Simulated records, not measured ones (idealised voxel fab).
process module | voxel fin reveal
cross-section cut | 285 nm wide | cells 5 nm
A cross-section is a grid of square cells, given in bands from the top down. A band is one or more rows of cells.
Each band's line starts with the height of the band's top and of its bottom, in nm. Then come its materials from left to right, each with its width in nm. One material with "throughout" fills the band from edge to edge. "air" is empty space.
Height 0 is the level under which the wafer as received is all one material. The lowest band goes on downwards, as in "0 down".
A width such as "30 to 40" changes by the same amount from each row of cells to the next, from the band's top row to its bottom row.
"no change" after a step means that no cell of the cross-section changed.
closed voids: empty space of 8 cells or more with no open way to the top, each as width x height at its distance from the left edge, in nm
after a step's settings: what the simulator itself notes on the step
overlay nm, on a step with a mask: how far to the right of its planned place the mask lay; to the left if negative
plan
1 op RECEIVE | material Si
2 op CONFORMAL_DEP | material SiN | thk nm 5
3 op MASKED_ETCH | tone cover | mask id FINS | width nm 15 | pitch nm 45 | etch materials SiN | depth nm 5 | overlay nm 0
4 op MASKED_ETCH | tone cover | mask id FINS | width nm 15 | pitch nm 45 | etch materials Si | depth nm 40 | overlay nm 0
5 op FILL_DEP | material SiO2 | thk nm 5
6 op CMP | height nm 5
7 op SELECTIVE_ETCH | etch materials SiO2 | depth nm 30
8 op STRIP | etch materials SiN
varied across the wafers: thk nm of step 2. The plan shows the first wafer's value. All wafers start alike
first wafer as received, after step 1
  0 down: Si throughout
  closed voids: none
first wafer at the end, after step 8
  0 to -25: air 110 | Si 15 | air 30 | Si 15 | air 115
  -25 to -40: SiO2 110 | Si 15 | SiO2 30 | Si 15 | SiO2 115
  -40 down: Si throughout
  closed voids: none
last wafer at the end
  0 down: Si throughout
  closed voids: none
each wafer at the end: cells of each material gained (+) or lost (-) since it was received, then its closed voids
thk nm 5 | -408 Si | +153 SiO2 | closed voids: none
thk nm 10 | no cell changed | closed voids: none
thk nm 15 | no cell changed | closed voids: none
thk nm 20 | no cell changed | closed voids: none
